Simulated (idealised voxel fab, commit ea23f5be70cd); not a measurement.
The document below concerns the process module designated voxel ribs on slabs.
Shown is cross-section cut, with a width of 190 nm and square cells of size 5 nm.
Each cross-section below is a grid of square cells, stated as bands in top-down order, with one or more rows of cells making up each band. A band entry consists of two parts. The first gives the height of the band's top and the height of its bottom, in nm. The rest lists the band's materials from left to right, each with its width in nm. A single material labelled with the word "throughout" fills the band from edge to edge, and the word "blank" marks empty space. Measure heights from 0. That's the level where, below it, the as-received wafer is all one material. The lowest band is bottomless and extends downward; write it as in "0 and below". Note: "30..40" means the width goes from the first number (top row of the band) to the second number (bottom row) in equal steps per row of cells. You'll sometimes find "nothing altered" written for a step, and that's the way of saying that nowhere in the cross-section did a cell change during that step. Heads up: "Closed cavity list" only lists the empty pockets with no open path to the top that are 8 cells or more, and it writes them as width x height at distance, distance from the left edge, in nm. If you see something after the settings on a step's line, that's the simulator's own remark about that step. A step line may carry the setting "overlay nm", which, for steps involving a mask, states the distance by which the mask lay to the right of its intended position; negative values denote displacement to the left.
-- Steps in the process plan
1 RECEIVE,material Si
2 DIRECTIONAL_DEP,material SiO2,thk nm 25
3 DIRECTIONAL_DEP,material polySi,thk nm 15
4 DIRECTIONAL_DEP,material aC,thk nm 15
5 PATTERN,tone cover,mask id RIB,material resist,width nm 30,thk nm 30,overlay nm 0
6 DIRECTIONAL_ETCH,etch materials aC,depth nm 15
7 STRIP,etch materials resist
8 DIRECTIONAL_ETCH,etch materials polySi,depth nm 10
9 STRIP,etch materials aC
10 DIRECTIONAL_DEP,material aC,thk nm 10
11 PATTERN,tone cover,mask id SLAB,material resist,width nm 60,thk nm 25,overlay nm 0
12 DIRECTIONAL_ETCH,etch materials aC,depth nm 10
13 STRIP,etch materials resist
14 DIRECTIONAL_ETCH,etch materials polySi,depth nm 5
15 STRIP,etch materials aC
16 FILL_DEP,material SiO2,thk nm 15
17 CMP,height nm 50
18 DIRECTIONAL_DEP,material TiN,thk nm 5
19 DIRECTIONAL_DEP,material aC,thk nm 10
20 PATTERN,tone cover,mask id HEATER,material resist,width nm 40,thk nm 30,overlay nm 0
21 DIRECTIONAL_ETCH,etch materials aC,depth nm 10
22 STRIP,etch materials resist
23 DIRECTIONAL_ETCH,etch materials TiN,depth nm 5
24 STRIP,etch materials aC
25 CONFORMAL_DEP,material SiO2,thk nm 5
-- So this is the incoming wafer in cross-section - it's already been through step 1
- 0 and below = Si throughout
- Closed cavity list: none
-- Cross-section, first of two wafers, end of module, run as planned
- 60 down to 55 = blank 70 nm / SiO2 50 nm / blank 70 nm
- 55 down to 50 = SiO2 75 nm / TiN 40 nm / SiO2 75 nm
- 50 down to 40 = SiO2 throughout
- 40 down to 30 = SiO2 80 nm / polySi 30 nm / SiO2 80 nm
- 30 down to 25 = SiO2 65 nm / polySi 60 nm / SiO2 65 nm
- 25 down to 0 = SiO2 throughout
- 0 and below = Si throughout
- Closed cavity list: none
-- Second wafer of the two, sectioned at the end of the module. It began like the first and followed the same plan, but one mistake was made while running it
- 60 down to 55 = SiO2 throughout
- 55 down to 50 = polySi throughout
- 50 down to 40 = SiO2 throughout
- 40 down to 30 = SiO2 80 nm / polySi 30 nm / SiO2 80 nm
- 30 down to 25 = SiO2 65 nm / polySi 60 nm / SiO2 65 nm
- 25 down to 0 = SiO2 throughout
- 0 and below = Si throughout
- Closed cavity list: none
Plan not followed: step 18 was processed under conditions differing from the plan, specifically as DIRECTIONAL_DEP,material polySi,thk nm 5
Bottom line after processing is that, in cells, the second wafer is up or down on some materials versus the first: SiO2 -2, TiN -8, polySi +38
